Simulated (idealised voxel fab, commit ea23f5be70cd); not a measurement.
process module | voxel transistor to metal
cross-section cut | 185 nm wide | cells 5 nm
A cross-section is a grid of square cells, given in bands from the top down. A band is one or more rows of cells.
Each band's line starts with the height of the band's top and of its bottom, in nm. Then come its materials from left to right, each with its width in nm. One material with "throughout" fills the band from edge to edge. "air" is empty space.
Height 0 is the level under which the wafer as received is all one material. The lowest band goes on downwards, as in "0 down".
A width such as "30 to 40" changes by the same amount from each row of cells to the next, from the band's top row to its bottom row.
"no change" after a step means that no cell of the cross-section changed.
closed voids: empty space of 8 cells or more with no open way to the top, each as width x height at its distance from the left edge, in nm
after a step's settings: what the simulator itself notes on the step
overlay nm, on a step with a mask: how far to the right of its planned place the mask lay; to the left if negative
plan
1 op RECEIVE | material Si
2 op CONFORMAL_DEP | material SiO2 | thk nm 5
3 op CONFORMAL_DEP | material SiN | thk nm 15
4 op PATTERN | tone cover | mask id ACTIVE | material resist | width nm 105 | thk nm 15 | overlay nm 0
5 op DIRECTIONAL_ETCH | etch materials SiN | depth nm 15
6 op DIRECTIONAL_ETCH | etch materials SiO2 | depth nm 5
7 op DIRECTIONAL_ETCH | etch materials Si | depth nm 20
8 op STRIP | etch materials resist
9 op FILL_DEP | material SiO2 | thk nm 15
10 op CMP | height nm 20
11 op SELECTIVE_ETCH | etch materials SiO2 | depth nm 10
12 op STRIP | etch materials SiN
13 op SELECTIVE_ETCH | etch materials SiO2 | depth nm 5
14 op OXIDIZE | depth nm 5
15 op DIRECTIONAL_DEP | material polySi | thk nm 25
16 op DIRECTIONAL_DEP | material SiCN | thk nm 10
17 op DIRECTIONAL_DEP | material aC | thk nm 15
18 op PATTERN | tone cover | mask id GATE | material resist | width nm 25 | thk nm 30 | overlay nm 0
19 op DIRECTIONAL_ETCH | etch materials aC | depth nm 15
20 op STRIP | etch materials resist
21 op DIRECTIONAL_ETCH | etch materials SiCN | depth nm 20
22 op DIRECTIONAL_ETCH | etch materials polySi | depth nm 35
23 op STRIP | etch materials aC
24 op CONFORMAL_DEP | material SiO2 | thk nm 5
25 op DIRECTIONAL_ETCH | etch materials SiO2 | depth nm 5
26 op CONFORMAL_DEP | material SiN | thk nm 5
27 op DIRECTIONAL_ETCH | etch materials SiN | depth nm 5
28 op DIRECTIONAL_ETCH | etch materials SiO2 | depth nm 5
29 op DIRECTIONAL_ETCH | etch materials Si | depth nm 5
30 op EPI | material nSi | thk nm 10
31 op FILL_DEP | material SiO2 | thk nm 5
32 op CMP | height nm 25
33 op STRIP | etch materials polySi
34 op SELECTIVE_ETCH | etch materials SiO2 | depth nm 5
35 op CONFORMAL_DEP | material HfO2 | thk nm 5
36 op CONFORMAL_DEP | material TiN | thk nm 5
37 op FILL_DEP | material W | thk nm 10
38 op CMP | height nm 20
39 op DIRECTIONAL_DEP | material SiO2 | thk nm 15
40 op MASKED_ETCH | tone open | mask id CONTACT | width nm 15 | pitch nm 70 | etch materials SiO2 | depth nm 35 | overlay nm 0
41 op CONFORMAL_DEP | material TiN | thk nm 5
42 op FILL_DEP | material Ru | thk nm 10
43 op CMP | height nm 35
44 op CONFORMAL_DEP | material SiCN | thk nm 5
45 op DIRECTIONAL_DEP | material lowk | thk nm 20
46 op MASKED_ETCH | tone open | mask id METAL_1 | width nm 15 | pitch nm 70 | etch materials lowk | depth nm 20 | overlay nm 0
47 op MASKED_ETCH | tone open | mask id METAL_1 | width nm 15 | pitch nm 70 | etch materials SiCN | depth nm 5 | overlay nm 0
48 op CONFORMAL_DEP | material TiN | thk nm 5
49 op FILL_DEP | material Cu | thk nm 5
50 op CMP | height nm 60
51 op EPI | material Ru | thk nm 5
52 op FILL_DEP | material SiCN | thk nm 5
53 op DIRECTIONAL_DEP | material SiO2 | thk nm 30
54 op PATTERN | tone open | mask id METAL_2 | material resist | width nm 15 | pitch nm 70 | thk nm 15 | overlay nm 0
55 op DIRECTIONAL_ETCH | etch materials SiO2 | depth nm 20
56 op STRIP | etch materials resist
57 op MASKED_ETCH | tone open | mask id METAL_2_HOLES | width nm 15 | pitch nm 70 | etch materials SiO2 | depth nm 10 | overlay nm 0
58 op MASKED_ETCH | tone open | mask id METAL_2_HOLES | width nm 15 | pitch nm 70 | etch materials SiCN | depth nm 5 | overlay nm 0
59 op CONFORMAL_DEP | material TiN | thk nm 5
60 op FILL_DEP | material Ru | thk nm 5
61 op CMP | height nm 100
62 op CONFORMAL_DEP | material SiCN | thk nm 5
as received, after step 1
  0 down: Si throughout
  closed voids: none
first wafer at the end, as planned
  105 to 100: SiCN throughout
  100 to 70: SiO2 50 | TiN 5 | Ru 5 | TiN 5 | SiO2 55 | TiN 5 | Ru 5 | TiN 5 | SiO2 50
  70 to 65: SiCN 50 | TiN 15 | SiCN 55 | TiN 15 | SiCN 50
  65 to 60: SiCN 45 | Ru 25 | SiCN 45 | Ru 25 | SiCN 45
  60 to 40: lowk 50 | TiN 5 | Cu 5 | TiN 5 | lowk 55 | TiN 5 | Cu 5 | TiN 5 | lowk 50
  40 to 35: SiCN 50 | TiN 15 | SiCN 55 | TiN 15 | SiCN 50
  35 to 20: SiO2 50 | TiN 5 | Ru 5 | TiN 5 | SiO2 55 | TiN 5 | Ru 5 | TiN 5 | SiO2 50
  20 to 10: SiO2 50 | TiN 5 | Ru 5 | TiN 5 | SiO2 5 | SiN 5 | HfO2 5 | TiN 5 | W 15 | TiN 5 | HfO2 5 | SiN 5 | SiO2 5 | TiN 5 | Ru 5 | TiN 5 | SiO2 50
  10 to 5: SiO2 50 | TiN 15 | SiO2 5 | SiN 5 | HfO2 5 | TiN 5 | W 15 | TiN 5 | HfO2 5 | SiN 5 | SiO2 5 | TiN 15 | SiO2 50
  5 to 0: SiO2 40 | SiN 5 | nSi 10 | TiN 5 | nSi 10 | SiN 5 | HfO2 5 | TiN 25 | HfO2 5 | SiN 5 | nSi 10 | TiN 5 | nSi 10 | SiN 5 | SiO2 40
  0 to -5: SiO2 45 | nSi 25 | SiO2 5 | HfO2 35 | SiO2 5 | nSi 25 | SiO2 45
  -5 to -10: SiO2 40 | Si 5 | nSi 25 | Si 45 | nSi 25 | Si 5 | SiO2 40
  -10 to -20: SiO2 40 | Si 105 | SiO2 40
  -20 down: Si throughout
  closed voids: none
second wafer at the end: like start, like plan, one mistake
  105 to 100: SiCN throughout
  100 to 70: SiO2 50 | TiN 5 | Ru 5 | TiN 5 | SiO2 55 | TiN 5 | Ru 5 | TiN 5 | SiO2 50
  70 to 65: SiCN 50 | TiN 15 | SiCN 55 | TiN 15 | SiCN 50
  65 to 60: SiCN 45 | Ru 25 | SiCN 45 | Ru 25 | SiCN 45
  60 to 40: lowk 50 | TiN 5 | Cu 5 | TiN 5 | lowk 55 | TiN 5 | Cu 5 | TiN 5 | lowk 50
  40 to 35: SiCN 50 | TiN 15 | SiCN 55 | TiN 15 | SiCN 50
  35 to 25: SiO2 50 | TiN 5 | Ru 5 | TiN 5 | SiO2 55 | TiN 5 | Ru 5 | TiN 5 | SiO2 50
  25 to 20: SiO2 50 | TiN 15 | SiO2 55 | TiN 15 | SiO2 50
  20 to 10: W 75 | TiN 5 | HfO2 5 | SiN 5 | SiO2 5 | SiN 5 | HfO2 5 | TiN 5 | W 75
  10 to 5: TiN 40 | W 35 | TiN 5 | HfO2 5 | SiN 5 | SiO2 5 | SiN 5 | HfO2 5 | TiN 5 | W 35 | TiN 40
  5 to 0: HfO2 35 | TiN 45 | HfO2 5 | SiN 5 | nSi 5 | SiN 5 | HfO2 5 | TiN 45 | HfO2 35
  0 to -5: SiO2 30 | HfO2 55 | SiO2 5 | nSi 5 | SiO2 5 | HfO2 55 | SiO2 30
  -5 to -10: SiO2 40 | Si 50 | nSi 5 | Si 50 | SiO2 40
  -10 to -20: SiO2 40 | Si 105 | SiO2 40
  -20 down: Si throughout
  closed voids: none
what went wrong: step 18 ran as: op PATTERN | tone open | mask id GATE | material resist | width nm 25 | thk nm 30 | overlay nm 0
at the end the second wafer has, in cells: 29 more of HfO2 | 6 fewer of Ru | 9 more of Si | 2 fewer of SiN | 85 fewer of SiO2 | 15 more of TiN | 65 more of W | 25 fewer of nSi
